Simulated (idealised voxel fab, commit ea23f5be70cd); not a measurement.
process module | voxel capacitor over wiring
cross-section cut | 255 nm wide | cells 5 nm
A cross-section is a grid of square cells, given in bands from the top down. A band is one or more rows of cells.
Each band's line starts with the height of the band's top and of its bottom, in nm. Then come its materials from left to right, each with its width in nm. One material with "throughout" fills the band from edge to edge. "air" is empty space.
Height 0 is the level under which the wafer as received is all one material. The lowest band goes on downwards, as in "0 down".
A width such as "30 to 40" changes by the same amount from each row of cells to the next, from the band's top row to its bottom row.
"no change" after a step means that no cell of the cross-section changed.
closed voids: empty space of 8 cells or more with no open way to the top, each as width x height at its distance from the left edge, in nm
after a step's settings: what the simulator itself notes on the step
overlay nm, on a step with a mask: how far to the right of its planned place the mask lay; to the left if negative
plan
1 op RECEIVE | material Si
2 op CONFORMAL_DEP | material SiO2 | thk nm 15
3 op DIRECTIONAL_DEP | material TiN | thk nm 5
4 op DIRECTIONAL_DEP | material W | thk nm 20
5 op MASKED_ETCH | tone cover | mask id METAL_1 | width nm 20 | pitch nm 85 | etch materials W | depth nm 20 | overlay nm 0
6 op MASKED_ETCH | tone cover | mask id METAL_1 | width nm 20 | pitch nm 85 | etch materials TiN | depth nm 5 | overlay nm 0
7 op FILL_DEP | material lowk | thk nm 5
8 op CMP | height nm 40
9 op CONFORMAL_DEP | material SiCN | thk nm 5
10 op DIRECTIONAL_DEP | material lowk | thk nm 10
11 op DIRECTIONAL_DEP | material aC | thk nm 10
12 op PATTERN | tone open | mask id PLUG_1 | material resist | width nm 15 | thk nm 30 | overlay nm 0
13 op DIRECTIONAL_ETCH | etch materials aC | depth nm 10
14 op STRIP | etch materials resist
15 op DIRECTIONAL_ETCH | etch materials lowk | depth nm 10
16 op DIRECTIONAL_ETCH | etch materials SiCN | depth nm 5
17 op STRIP | etch materials aC
18 op EPI | material Ru | thk nm 10
19 op EPI | material Ru | thk nm 5
20 op DIRECTIONAL_DEP | material TiN | thk nm 10
21 op DIRECTIONAL_DEP | material Al2O3 | thk nm 5
22 op DIRECTIONAL_DEP | material TiN | thk nm 5
23 op DIRECTIONAL_DEP | material aC | thk nm 10
24 op PATTERN | tone cover | mask id UPPER_PLATE | material resist | width nm 70 | thk nm 25 | overlay nm 0
25 op DIRECTIONAL_ETCH | etch materials aC | depth nm 10
26 op STRIP | etch materials resist
27 op DIRECTIONAL_ETCH | etch materials TiN | depth nm 5
28 op DIRECTIONAL_ETCH | etch materials Al2O3 | depth nm 5
29 op STRIP | etch materials aC
30 op DIRECTIONAL_DEP | material aC | thk nm 15
31 op PATTERN | tone cover | mask id LOWER_PLATE | material resist | width nm 80 | thk nm 35 | overlay nm 0
32 op DIRECTIONAL_ETCH | etch materials aC | depth nm 15
33 op STRIP | etch materials resist
34 op DIRECTIONAL_ETCH | etch materials TiN | depth nm 10
35 op STRIP | etch materials aC
36 op FILL_DEP | material SiO2 | thk nm 15
37 op CMP | height nm 85
38 op MASKED_ETCH | tone open | mask id PLUG_2 | width nm 15 | etch materials SiO2 | depth nm 10 | overlay nm 0
39 op CONFORMAL_DEP | material TiN | thk nm 5
40 op FILL_DEP | material W | thk nm 5
41 op CMP | height nm 85
42 op CONFORMAL_DEP | material SiN | thk nm 5
as received, after step 1
  0 down: Si throughout
  closed voids: none
a wafer at the end: this start, this plan, one mistake
  90 to 85: SiN throughout
  85 to 80: SiO2 90 | TiN 5 | W 5 | TiN 5 | SiO2 150
  80 to 70: SiO2 90 to 95 | TiN 15 to 55 | SiO2 150 to 105
  70 to 65: SiO2 95 | Al2O3 55 | SiO2 105
  65 to 60: SiO2 75 | TiN 80 | SiO2 100
  60 to 55: SiO2 75 | TiN 5 | Al2O3 15 | TiN 60 | SiO2 100
  55 to 45: lowk 80 | TiN 15 | lowk 160
  45 to 40: SiCN 80 | Ru 15 | SiCN 160
  40 to 20: lowk 75 | W 20 | lowk 65 | W 20 | lowk 75
  20 to 15: lowk 75 | TiN 20 | lowk 65 | TiN 20 | lowk 75
  15 to 0: SiO2 throughout
  0 down: Si throughout
  closed voids: none
what went wrong: step 18 was left out
